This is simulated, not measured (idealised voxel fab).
voxel self aligned contacts: a process module
Cross-sectional view cut (width: 200 nm; square cell size: 5 nm).
Cross-sections here: square-cell grids, written as top-down lists of bands, a band being one or more rows of cells. Basically the band line says how high the top is and how high the bottom is, in nm, and then what's in it from left to right, every material with its width in nm. Empty space shows up as "air", and if a single material carries "edge to edge" it runs the full band edge to edge. Heads up on the height convention: 0 is the point under which the incoming wafer is all one material, and the lowest band has no bottom, it just keeps going down, like "0 -> down". Width: "30->40" (first number = top row, second number = bottom row, same change from row to row of cells). What does "all unchanged" mean for a step? It means no cell of the cross-section changed in that step. If an empty space has no open way to the top and is at least 8 cells in size, "Trapped void list" lists it, written width x height at distance, where distance is measured from the left edge and every value is in nm. It should be noted that, on the line of a given step, the content following the step's settings is a remark produced by the simulator itself with respect to that step. Each step line may optionally specify "overlay nm", which for a step with a mask gives the rightward distance between the mask's planned place and where it lay, a negative value indicating the leftward direction.
The steps planned for the process are as follows:
step 1: op RECEIVE | material Si
step 2: op OXIDIZE | depth nm 5
step 3: op DIRECTIONAL_DEP | material polySi | thk nm 30
step 4: op DIRECTIONAL_DEP | material SiN | thk nm 15
step 5: op MASKED_ETCH | tone cover | mask id GATE | width nm 35 | pitch nm 60 | etch materials SiN | depth nm 15 | overlay nm 0
step 6: op MASKED_ETCH | tone cover | mask id GATE | width nm 35 | pitch nm 60 | etch materials polySi | depth nm 30 | overlay nm 0
step 7: op CONFORMAL_DEP | material SiN | thk nm 5
step 8: op DIRECTIONAL_ETCH | etch materials SiN | depth nm 5
step 9: op FILL_DEP | material SiO2 | thk nm 20
step 10: op CMP | height nm 55
step 11: op MASKED_ETCH | tone open | mask id CONTACT | width nm 35 | pitch nm 60 | etch materials SiO2 | depth nm 60 | overlay nm 0
step 12: op CONFORMAL_DEP | material TiN | thk nm 5
step 13: op FILL_DEP | material W | thk nm 10
step 14: op CMP | height nm 55
step 15: op CONFORMAL_DEP | material SiN | thk nm 5
Quick note for whoever runs this: the wafers start identical, but the thk nm at step 7 isn't the same across them. The plan just shows what the first wafer had.
The first of several wafers, as received after step 1, seen in section:
    0 -> down  Si edge to edge
    Trapped void list: none
First of several wafers, sectioned at end of module (last step: step 15):
    60 -> 55  SiN edge to edge
    55 -> 45  SiO2 (50)  TiN (5->15)  W (25->5)  TiN (5->15)  SiO2 (25)  TiN (5->15)  W (25->5)  TiN (5->15)  SiO2 (55)
    45 -> 30  SiO2 (15)  SiN (45)  TiN (5)  W (5)  TiN (5)  SiN (45)  TiN (5)  W (5)  TiN (5)  SiN (45)  SiO2 (20)
    30 -> 0  SiO2 (15)  SiN (5)  polySi (35)  SiN (5)  TiN (5)  W (5)  TiN (5)  SiN (5)  polySi (35)  SiN (5)  TiN (5)  W (5)  TiN (5)  SiN (5)  polySi (35)  SiN (5)  SiO2 (20)
    0 -> -5  SiO2 (60)  TiN (15)  SiO2 (45)  TiN (15)  SiO2 (65)
    -5 -> down  Si edge to edge
    Trapped void list: none
Last wafer x-sec, end of module:
    60 -> 55  SiN edge to edge
    55 -> 30  SiN (195)  SiO2 (5)
    30 -> 15  SiN (20)  polySi (35)  SiN (25)  polySi (35)  SiN (25)  polySi (35)  SiN (20)  SiO2 (5)
    15 -> 0  SiN (20)  polySi (35)  SiN (25)  polySi (35)  SiN (25)  polySi (35)  SiN (25)
    0 -> -5  SiO2 edge to edge
    -5 -> down  Si edge to edge
    Trapped void list: none
Below: a row per wafer. Contents at end of module: for every material, cells gained since receipt (+) or lost since receipt (-); then closed voids:
thk nm 5 | -40 Si | +157 SiN | +149 SiO2 | +58 TiN | +30 W | +126 polySi | Trapped void list: none
thk nm 10 | -40 Si | +251 SiN | +111 SiO2 | +32 TiN | +126 polySi | Trapped void list: none
thk nm 15 | -40 Si | +327 SiN | +67 SiO2 | +126 polySi | Trapped void list: none
thk nm 20 | -40 Si | +346 SiN | +48 SiO2 | +126 polySi | Trapped void list: none
